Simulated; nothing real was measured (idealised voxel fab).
process module | voxel double patterning
cross-section cut | 235 nm wide | cells 5 nm
A cross-section is a grid of square cells, given in bands from the top down. A band is one or more rows of cells.
Each band's line starts with the height of the band's top and of its bottom, in nm. Then come its materials from left to right, each with its width in nm. One material with "throughout" fills the band from edge to edge. "air" is empty space.
Height 0 is the level under which the wafer as received is all one material. The lowest band goes on downwards, as in "0 down".
A width such as "30 to 40" changes by the same amount from each row of cells to the next, from the band's top row to its bottom row.
"no change" after a step means that no cell of the cross-section changed.
closed voids: empty space of 8 cells or more with no open way to the top, each as width x height at its distance from the left edge, in nm
after a step's settings: what the simulator itself notes on the step
overlay nm, on a step with a mask: how far to the right of its planned place the mask lay; to the left if negative
plan
1 op RECEIVE | material Si
2 op CONFORMAL_DEP | material SiN | thk nm 5
3 op DIRECTIONAL_DEP | material SiO2 | thk nm 15
4 op DIRECTIONAL_DEP | material SiCN | thk nm 10
5 op PATTERN | tone open | mask id FIRST | material resist | width nm 15 | pitch nm 50 | thk nm 15 | overlay nm 0
6 op DIRECTIONAL_ETCH | etch materials SiCN | depth nm 10
7 op STRIP | etch materials resist
8 op MASKED_ETCH | tone open | mask id SECOND | width nm 15 | etch materials SiCN | depth nm 10 | overlay nm 0
9 op DIRECTIONAL_ETCH | etch materials SiO2 | depth nm 15
10 op STRIP | etch materials SiCN
as received, after step 1
  0 down: Si throughout
  closed voids: none
a wafer at the end: this start, this plan, one mistake
  30 to 15: SiO2 85 | air 15 | SiO2 10 | air 15 | SiO2 10 | air 15 | SiO2 85
  15 to 5: SiO2 throughout
  5 to 0: SiN throughout
  0 down: Si throughout
  closed voids: none
what went wrong: step 3 ran as: op DIRECTIONAL_DEP | material SiO2 | thk nm 25
